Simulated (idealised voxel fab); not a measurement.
Herein follows the process module entitled voxel gate over fins.
Xsec cut, 185 nm wide, square cell size 5 nm.
Reading order for cross-sections: top band down to bottom band. Underlying form: a grid of square cells. Band size: one or more rows of cells. Band entry format. Leading values: height of top, height of bottom, nm. Remainder: materials in left-to-right order, each with its width in nm. Special words: "full width" on a single material, which then fills the band edge to edge; "blank", empty space. Height 0 is the level under which the wafer as received is all one material. The lowest band goes on downwards, as in "0..down". Width spec "30 to 40" -> top row of cells at first value, bottom row at second value, equal per-row change in between. What does "nothing changed" mean for a step? It means no cell of the cross-section changed in that step. Heads up: "Enclosed void entries" only lists the empty pockets with no open path to the top that are 8 cells or more, and it writes them as width x height at distance, distance from the left edge, in nm. On a step's line, text after the settings is the simulator commenting on that step. What "overlay nm" on a step's line means: if the step has a mask, that mask lay this far to the right of its planned place, or, when the value is negative, to the left.
This section lists the process steps that were planned:
1,RECEIVE with material Si
2,CONFORMAL_DEP with material SiN, thk nm 10
3,PATTERN with tone cover, mask id FINS, material resist, width nm 15, pitch nm 45, thk nm 15, overlay nm 0
4,DIRECTIONAL_ETCH with etch materials SiN, depth nm 10
5,DIRECTIONAL_ETCH with etch materials Si, depth nm 35
6,STRIP with etch materials resist
7,OXIDIZE with depth nm 5
8,FILL_DEP with material SiO2, thk nm 5
9,CMP with height nm 10
10,SELECTIVE_ETCH with etch materials SiO2, depth nm 25
11,STRIP with etch materials SiN
12,CONFORMAL_DEP with material HfO2, thk nm 5
13,CONFORMAL_DEP with material TiN, thk nm 5
14,FILL_DEP with material W, thk nm 10
15,CMP with height nm 5
16,CONFORMAL_DEP with material SiCN, thk nm 5
The plan's step 15 height nm is the first wafer's value; the wafers differ in this setting and start identical.
Sectional view: first of several wafers, as received, after step 1:
  0..down | Si full width
  Enclosed void entries: none
Below is a per-wafer table. In it, each row describes the wafer at the end of the module by giving, for each material, the number of cells gained (+) or lost (-) since the wafer was received, and after that the closed voids of the wafer:
height nm 5; +49 HfO2; -280 Si; +37 SiCN; +175 SiO2; +39 TiN; +54 W; Enclosed void entries: none
height nm 10; +49 HfO2; -280 Si; +37 SiCN; +175 SiO2; +49 TiN; +81 W; Enclosed void entries: none
height nm 15; +49 HfO2; -280 Si; +37 SiCN; +175 SiO2; +49 TiN; +118 W; Enclosed void entries: none
height nm 20; +49 HfO2; -280 Si; +37 SiCN; +175 SiO2; +49 TiN; +155 W; Enclosed void entries: none
